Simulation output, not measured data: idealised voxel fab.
Process module in this document: voxel capacitor over wiring
The figure presents cross-section cut, which has a width of 180 nm and is divided into square cells with an edge length of 5 nm.
If you're reading a cross-section in this doc, picture square cells in a grid; it comes to you as bands, top ones listed first down to the bottom, and a band can be one or more rows of cells. What a band's entry tells you: where the top is and where the bottom is, as heights in nm, and after that what lies inside, material by material from left to right, each with its width in nm. Empty space is written as the word "empty", and a single material marked with the word "all across" occupies the band from edge to edge. We count height from 0. Below that, the starting wafer is all one material. The lowest band never ends at the bottom but goes on down; see "top 0, no bottom" for how that is written. Width "30->40": first value at the band's top row of cells, second value at its bottom row, equal change from row to row. "nothing changed" means the step left every cell of the cross-section as it was. The entry titled "Enclosed voids" provides the empty spaces that have no open way to the top, restricted to those of 8 cells or more. Each is presented as width x height at distance, the distance being measured from the left edge, with all three in nm. It should be noted that, on the line of a given step, the content following the step's settings is a remark produced by the simulator itself with respect to that step. overlay nm: on a step with a mask, how far right of its planned place the mask lay; negative means left.

[Process steps - plan]
step 1: RECEIVE: material Si
step 2: CONFORMAL_DEP: material SiO2, thk nm 10
step 3: DIRECTIONAL_DEP: material TiN, thk nm 5
step 4: DIRECTIONAL_DEP: material Ru, thk nm 15
step 5: PATTERN: tone cover, mask id METAL_1, material resist, width nm 25, pitch nm 85, thk nm 20, overlay nm 0
step 6: DIRECTIONAL_ETCH: etch materials Ru, depth nm 15
step 7: DIRECTIONAL_ETCH: etch materials TiN, depth nm 5
step 8: STRIP: etch materials resist
step 9: CONFORMAL_DEP: material SiCN, thk nm 5
step 10: FILL_DEP: material SiO2, thk nm 10
step 11: CMP: height nm 30
step 12: CONFORMAL_DEP: material SiCN, thk nm 5
step 13: DIRECTIONAL_DEP: material SiO2, thk nm 15
step 14: DIRECTIONAL_DEP: material aC, thk nm 10
step 15: PATTERN: tone open, mask id PLUG_1, material resist, width nm 15, thk nm 25, overlay nm 0
step 16: DIRECTIONAL_ETCH: etch materials aC, depth nm 10
step 17: STRIP: etch materials resist
step 18: DIRECTIONAL_ETCH: etch materials SiO2, depth nm 15
step 19: DIRECTIONAL_ETCH: etch materials SiCN, depth nm 5
step 20: STRIP: etch materials aC
step 21: EPI: material Ru, thk nm 10
step 22: EPI: material Ru, thk nm 10
step 23: DIRECTIONAL_DEP: material TiN, thk nm 10
step 24: DIRECTIONAL_DEP: material SiN, thk nm 5
step 25: DIRECTIONAL_DEP: material TiN, thk nm 5
step 26: DIRECTIONAL_DEP: material aC, thk nm 15
step 27: PATTERN: tone cover, mask id UPPER_PLATE, material resist, width nm 65, thk nm 35, overlay nm 0
step 28: DIRECTIONAL_ETCH: etch materials aC, depth nm 15
step 29: STRIP: etch materials resist
step 30: DIRECTIONAL_ETCH: etch materials TiN, depth nm 5
step 31: DIRECTIONAL_ETCH: etch materials SiN, depth nm 5
step 32: STRIP: etch materials aC
step 33: PATTERN: tone cover, mask id LOWER_PLATE, material resist, width nm 75, thk nm 15, overlay nm 0
step 34: DIRECTIONAL_ETCH: etch materials TiN, depth nm 10
step 35: STRIP: etch materials resist
step 36: FILL_DEP: material SiO2, thk nm 15
step 37: CMP: height nm 80
step 38: MASKED_ETCH: tone open, mask id PLUG_2, width nm 15, etch materials SiO2, depth nm 10, overlay nm -15
step 39: CONFORMAL_DEP: material TiN, thk nm 5
step 40: FILL_DEP: material Cu, thk nm 10
step 41: CMP: height nm 80
step 42: CONFORMAL_DEP: material SiN, thk nm 5
Wafer-to-wafer difference: overlay nm, step 38. Common start. Plan = first wafer's value.

[As-received state after step 1, first of several wafers, cross-section]
top 0, no bottom = Si all across
Enclosed voids: none

[Rows = wafers. At module end, each row lists per material the cells gained (+) or lost (-) since the wafer was received, then the closed voids]
overlay nm -15; +1 Cu; +42 Ru; +71 SiCN; +49 SiN; +391 SiO2; +58 TiN; Enclosed voids: none
overlay nm -10; +1 Cu; +42 Ru; +71 SiCN; +49 SiN; +391 SiO2; +58 TiN; Enclosed voids: none
overlay nm -5; +1 Cu; +42 Ru; +71 SiCN; +49 SiN; +391 SiO2; +58 TiN; Enclosed voids: none
overlay nm 0; +1 Cu; +42 Ru; +71 SiCN; +49 SiN; +391 SiO2; +58 TiN; Enclosed voids: none
overlay nm 5; +1 Cu; +42 Ru; +71 SiCN; +49 SiN; +391 SiO2; +58 TiN; Enclosed voids: none
overlay nm 10; +1 Cu; +42 Ru; +71 SiCN; +49 SiN; +391 SiO2; +58 TiN; Enclosed voids: none
overlay nm 15; +1 Cu; +42 Ru; +71 SiCN; +49 SiN; +391 SiO2; +58 TiN; Enclosed voids: none
